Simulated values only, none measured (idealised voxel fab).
Module name: voxel trench capacitor (process module)
Cross-section cut spans 165 nm and uses square cells 5 nm in size.
Cross-sections here: square-cell grids, written as top-down lists of bands, a band being one or more rows of cells. Quick guide to a band line: top height, bottom height (nm) up front; then every material left to right with its width in nm. Only one material and it's marked "all across"? Then it fills the band edge to edge. And "empty" just means empty space. Zero point of the height axis is 0; under it, received wafer = one material. Lowest band: continues down indefinitely, "from 0 down". Width "30..40": first value at the band's top row of cells, second value at its bottom row, equal change from row to row. Key: "no alterations made" - step with no changed cell in the cross-section. Entry "Enclosed void listing". Content: empty spaces with no open connection to the top, size 8 cells or greater. Each: width x height at distance. Distance: from left edge. Unit: nm. It should be noted that, on the line of a given step, the content following the step's settings is a remark produced by the simulator itself with respect to that step. overlay nm: for a step with a mask, the amount by which the mask lay right of where it was planned; a negative amount means left of it.
-- Planned process steps
1 RECEIVE (material Si)
2 CONFORMAL_DEP (material SiN; thk nm 5)
3 DIRECTIONAL_DEP (material aC; thk nm 15)
4 PATTERN (tone open; mask id TRENCH; material resist; width nm 15; pitch nm 40; thk nm 35; overlay nm 0)
5 DIRECTIONAL_ETCH (etch materials aC; depth nm 15)
6 STRIP (etch materials resist)
7 DIRECTIONAL_ETCH (etch materials SiN; depth nm 5)
8 DIRECTIONAL_ETCH (etch materials Si; depth nm 40)
9 STRIP (etch materials aC)
10 CONFORMAL_DEP (material Al2O3; thk nm 5)
11 FILL_DEP (material polySi; thk nm 5)
12 CMP (height nm 5)
Wafers differ in width nm at step 4; plan lists the first wafer's value; identical starting state.
-- Cut through the first of several wafers as received, post step 1
* from 0 down | Si all across
* Enclosed void listing: none
-- First wafer of several, cross-section, module end, after step 12 (last)
* from 5 to 0 | 35 of SiN; 5 of Al2O3; 5 of polySi; 5 of Al2O3; 25 of SiN; 5 of Al2O3; 5 of polySi; 5 of Al2O3; 25 of SiN; 5 of Al2O3; 5 of polySi; 5 of Al2O3; 35 of SiN
* from 0 to -35 | 35 of Si; 5 of Al2O3; 5 of polySi; 5 of Al2O3; 25 of Si; 5 of Al2O3; 5 of polySi; 5 of Al2O3; 25 of Si; 5 of Al2O3; 5 of polySi; 5 of Al2O3; 35 of Si
* from -35 to -40 | 35 of Si; 15 of Al2O3; 25 of Si; 15 of Al2O3; 25 of Si; 15 of Al2O3; 35 of Si
* from -40 down | Si all across
* Enclosed void listing: none
-- Last wafer x-sec, end of module
* from 5 to 0 | 30 of SiN; 5 of Al2O3; 15 of polySi; 5 of Al2O3; 15 of SiN; 5 of Al2O3; 15 of polySi; 5 of Al2O3; 15 of SiN; 5 of Al2O3; 15 of polySi; 5 of Al2O3; 30 of SiN
* from 0 to -35 | 30 of Si; 5 of Al2O3; 15 of polySi; 5 of Al2O3; 15 of Si; 5 of Al2O3; 15 of polySi; 5 of Al2O3; 15 of Si; 5 of Al2O3; 15 of polySi; 5 of Al2O3; 30 of Si
* from -35 to -40 | 30 of Si; 25 of Al2O3; 15 of Si; 25 of Al2O3; 15 of Si; 25 of Al2O3; 30 of Si
* from -40 down | Si all across
* Enclosed void listing: none
-- Rows = wafers. At module end, each row lists per material the cells gained (+) or lost (-) since the wafer was received, then the closed voids
width nm 15, +57 Al2O3, -72 Si, +24 SiN, +24 polySi, Enclosed void listing: none
width nm 20, +60 Al2O3, -96 Si, +21 SiN, +48 polySi, Enclosed void listing: none
width nm 25, +63 Al2O3, -120 Si, +18 SiN, +72 polySi, Enclosed void listing: none
